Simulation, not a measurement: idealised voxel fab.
Documented hereafter: the process module known as voxel lift off.
The width of the displayed cross-section, cut, is 190 nm; its cells are square, with a size of 5 nm.
Throughout this document, each cross-section is represented as a grid of square cells and is presented as a sequence of bands enumerated from the top downward, where a band comprises one or more rows of cells. For a band, the entry starts with two heights in nm, that of the top and then that of the bottom, and carries on with the band's materials in order from left to right, each alongside its width in nm; the word "throughout" beside a single material means it fills the band edge to edge, and "blank" means empty space. We count height from 0. Below that, the starting wafer is all one material. The lowest band never ends at the bottom but goes on down; see "top 0, no bottom" for how that is written. Think of "30->40" as a width that walks from the first number to the second as you go down the band, top row to bottom row, taking equal-sized steps from row to row. "no change" -> step changed no cross-section cell. Listed in "Closed voids list": every empty space of 8 or more cells without an open way to the top. Form: width x height at distance, the distance being from the left edge, all in nm. after a step's settings: what the simulator itself notes on the step. overlay nm: mask right of planned place by this much (step with mask). Neg. = left.

[Process steps foreseen in the plan]
1,RECEIVE [material Si]
2,CONFORMAL_DEP [material Al2O3] [thk nm 5]
3,PATTERN [tone open] [mask id LINES] [material resist] [width nm 30] [pitch nm 60] [thk nm 20] [overlay nm 0]
4,DIRECTIONAL_DEP [material Ru] [thk nm 5]
5,STRIP [etch materials resist]
6,CONFORMAL_DEP [material SiCN] [thk nm 10]

[First wafer out of two, processed as planned]

[Wafer at receipt (post step 1), cross-section]
	top 0, no bottom = Si throughout
	Closed voids list: none

[Upon completion of step 2, the wafer appears in cross-section as shown]
	top 5, bottom 0 = Al2O3 throughout
	Anything lower than 0 is untouched.

[Upon completion of step 3, the wafer appears in cross-section as shown]
	top 25, bottom 5 = resist (50)  blank (30)  resist (30)  blank (30)  resist (50)
	Anything lower than 5 is untouched.

[Upon completion of step 4, the wafer appears in cross-section as shown]
	top 30, bottom 25 = Ru (50)  blank (30)  Ru (30)  blank (30)  Ru (50)
	top 25, bottom 10 = resist (50)  blank (30)  resist (30)  blank (30)  resist (50)
	top 10, bottom 5 = resist (50)  Ru (30)  resist (30)  Ru (30)  resist (50)
	Anything lower than 5 is untouched.

[Upon completion of step 5, the wafer appears in cross-section as shown]
	top 10, bottom 5 = blank (50)  Ru (30)  blank (30)  Ru (30)  blank (50)
	Anything lower than 5 is untouched.

[Upon completion of step 6, the wafer appears in cross-section as shown]
	top 20, bottom 15 = blank (40)  SiCN (50)  blank (10)  SiCN (50)  blank (40)
	top 15, bottom 10 = SiCN throughout
	top 10, bottom 5 = SiCN (50)  Ru (30)  SiCN (30)  Ru (30)  SiCN (50)
	Anything lower than 5 is untouched.

[Wafer two. Same start, same plan, one slip in execution. Same as wafer one through step 4, inclusive]

[Cross-section: second wafer, time at which step 5 was scheduled to end]
	top 10, bottom 5 = blank (50)  Ru (30)  blank (30)  Ru (30)  blank (50)
	Anything lower than 5 is untouched.

[Cross-section: second wafer, time at which step 6 was scheduled to end]
	top 20, bottom 15 = blank (40)  SiCN (50)  blank (10)  SiCN (50)  blank (40)
	top 15, bottom 10 = SiCN throughout
	top 10, bottom 5 = SiCN (50)  Ru (30)  SiCN (30)  Ru (30)  SiCN (50)
	Anything lower than 5 is untouched.
Want to know what went wrong? execution of plan step 5 occurred twice
Result: same final cross-section on the two wafers, so no effect from the mistake in this model.
